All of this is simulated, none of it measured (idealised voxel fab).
The name of this process module is voxel ribs on slabs.
FYI the section here is cut, 250 nm wide, cells are 5 nm squares.
Cross-section layout: square cells on a grid; listed as bands, top to bottom; a band spans one or more cell rows. Band entry format. Leading values: height of top, height of bottom, nm. Remainder: materials in left-to-right order, each with its width in nm. Special words: "everywhere" on a single material, which then fills the band edge to edge; "blank", empty space. Zero point of the height axis is 0; under it, received wafer = one material. Lowest band: continues down indefinitely, "from 0 down". Per-row width for "30 to 40": begins at first number (top row of band), ends at second number (bottom row), increment between rows held constant. You'll sometimes find "no modification" written for a step, and that's the way of saying that nowhere in the cross-section did a cell change during that step. Listed in "Enclosed void catalog": every empty space of 8 or more cells without an open way to the top. Form: width x height at distance, the distance being from the left edge, all in nm. Step line, after settings: the simulator's comment on this step. The line of a step may include "overlay nm". On a step with a mask, this value is how far to the right of its planned place the mask lay. A negative value means the mask lay to the left.
### Listed below are the process steps as planned
1: RECEIVE: material Si
2: DIRECTIONAL_DEP: material SiO2, thk nm 30
3: DIRECTIONAL_DEP: material polySi, thk nm 20
4: PATTERN: tone cover, mask id RIB, material resist, width nm 30, thk nm 20, overlay nm 0
5: DIRECTIONAL_ETCH: etch materials polySi, depth nm 5
6: STRIP: etch materials resist
7: MASKED_ETCH: tone cover, mask id SLAB, width nm 90, etch materials polySi, depth nm 15, overlay nm 0
8: FILL_DEP: material SiO2, thk nm 15
9: CMP: height nm 60
10: DIRECTIONAL_DEP: material TiN, thk nm 5
11: DIRECTIONAL_DEP: material aC, thk nm 10
12: PATTERN: tone cover, mask id HEATER, material resist, width nm 40, thk nm 25, overlay nm 0
13: DIRECTIONAL_ETCH: etch materials aC, depth nm 10
14: STRIP: etch materials resist
15: DIRECTIONAL_ETCH: etch materials TiN, depth nm 5
16: STRIP: etch materials aC
17: CONFORMAL_DEP: material SiO2, thk nm 10
### First wafer of two (run as planned)
### Shown in cross-section is the wafer as received, that is, as it stands after step 1
    from 0 down: Si everywhere
    Enclosed void catalog: none
### State of the wafer after step 2, shown in cross-section
    from 30 to 0: SiO2 everywhere
    Unchanged below 0.
### State of the wafer after step 3, shown in cross-section
    from 50 to 30: polySi everywhere
    Unchanged below 30.
### State of the wafer after step 4, shown in cross-section
    from 70 to 50: blank 110 | resist 30 | blank 110
    Unchanged below 50.
### State of the wafer after step 5, shown in cross-section
    from 70 to 50: blank 110 | resist 30 | blank 110
    from 50 to 45: blank 110 | polySi 30 | blank 110
    Unchanged below 45.
### State of the wafer after step 6, shown in cross-section
    from 50 to 45: blank 110 | polySi 30 | blank 110
    Unchanged below 45.
### State of the wafer after step 7, shown in cross-section
    from 50 to 45: blank 110 | polySi 30 | blank 110
    from 45 to 30: blank 80 | polySi 90 | blank 80
    Unchanged below 30.
### State of the wafer after step 8, shown in cross-section
    from 65 to 50: SiO2 everywhere
    from 50 to 45: SiO2 110 | polySi 30 | SiO2 110
    from 45 to 30: SiO2 80 | polySi 90 | SiO2 80
    Unchanged below 30.
### State of the wafer after step 9, shown in cross-section
    from 60 to 50: SiO2 everywhere
    Unchanged below 50.
### State of the wafer after step 10, shown in cross-section
    from 65 to 60: TiN everywhere
    Unchanged below 60.
### State of the wafer after step 11, shown in cross-section
    from 75 to 65: aC everywhere
    Unchanged below 65.
### State of the wafer after step 12, shown in cross-section
    from 100 to 75: blank 105 | resist 40 | blank 105
    Unchanged below 75.
### State of the wafer after step 13, shown in cross-section
    from 90 to 75: blank 105 | resist 40 | blank 105
    from 75 to 65: blank 105 | aC 40 | blank 105
    Unchanged below 65.
### State of the wafer after step 14, shown in cross-section
    from 75 to 65: blank 105 | aC 40 | blank 105
    Unchanged below 65.
### State of the wafer after step 15, shown in cross-section
    from 75 to 65: blank 105 | aC 40 | blank 105
    from 65 to 60: blank 105 | TiN 40 | blank 105
    Unchanged below 60.
### State of the wafer after step 16, shown in cross-section
    from 65 to 60: blank 105 | TiN 40 | blank 105
    Unchanged below 60.
### State of the wafer after step 17, shown in cross-section
    from 75 to 70: blank 95 | SiO2 60 | blank 95
    from 70 to 65: SiO2 everywhere
    from 65 to 60: SiO2 105 | TiN 40 | SiO2 105
    Unchanged below 60.
### Second wafer - shared start and plan with the first - one error in running - same as the first up to step 2 inclusive
### Cross-section of the second wafer at the time step 3 of the plan should have ended
    from 70 to 30: polySi everywhere
    Unchanged below 30.
### Cross-section of the second wafer at the time step 4 of the plan should have ended
    from 90 to 70: blank 110 | resist 30 | blank 110
    Unchanged below 70.
### Cross-section of the second wafer at the time step 5 of the plan should have ended
    from 90 to 70: blank 110 | resist 30 | blank 110
    from 70 to 65: blank 110 | polySi 30 | blank 110
    Unchanged below 65.
### Cross-section of the second wafer at the time step 6 of the plan should have ended
    from 70 to 65: blank 110 | polySi 30 | blank 110
    Unchanged below 65.
### Cross-section of the second wafer at the time step 7 of the plan should have ended
    from 70 to 65: blank 110 | polySi 30 | blank 110
    from 65 to 50: blank 80 | polySi 90 | blank 80
    Unchanged below 50.
### Cross-section of the second wafer at the time step 8 of the plan should have ended
    from 85 to 70: SiO2 everywhere
    from 70 to 65: SiO2 110 | polySi 30 | SiO2 110
    from 65 to 50: SiO2 80 | polySi 90 | SiO2 80
    Unchanged below 50.
### Cross-section of the second wafer at the time step 9 of the plan should have ended
    from 60 to 50: SiO2 80 | polySi 90 | SiO2 80
    Unchanged below 50.
### Cross-section of the second wafer at the time step 10 of the plan should have ended
    from 65 to 60: TiN everywhere
    Unchanged below 60.
### Cross-section of the second wafer at the time step 11 of the plan should have ended
    from 75 to 65: aC everywhere
    Unchanged below 65.
### Cross-section of the second wafer at the time step 12 of the plan should have ended
    from 100 to 75: blank 105 | resist 40 | blank 105
    Unchanged below 75.
### Cross-section of the second wafer at the time step 13 of the plan should have ended
    from 90 to 75: blank 105 | resist 40 | blank 105
    from 75 to 65: blank 105 | aC 40 | blank 105
    Unchanged below 65.
### Cross-section of the second wafer at the time step 14 of the plan should have ended
    from 75 to 65: blank 105 | aC 40 | blank 105
    Unchanged below 65.
### Cross-section of the second wafer at the time step 15 of the plan should have ended
    from 75 to 65: blank 105 | aC 40 | blank 105
    from 65 to 60: blank 105 | TiN 40 | blank 105
    Unchanged below 60.
### Cross-section of the second wafer at the time step 16 of the plan should have ended
    from 65 to 60: blank 105 | TiN 40 | blank 105
    Unchanged below 60.
### Cross-section of the second wafer at the time step 17 of the plan should have ended
    from 75 to 70: blank 95 | SiO2 60 | blank 95
    from 70 to 65: SiO2 everywhere
    from 65 to 60: SiO2 105 | TiN 40 | SiO2 105
    Unchanged below 60.
Short version of what went wrong: it should be noted that step 3 of the plan was executed twice
Per the end-of-run cell counts, the second wafer holds more or fewer of some materials than the first: 176 fewer of SiO2, 176 more of polySi
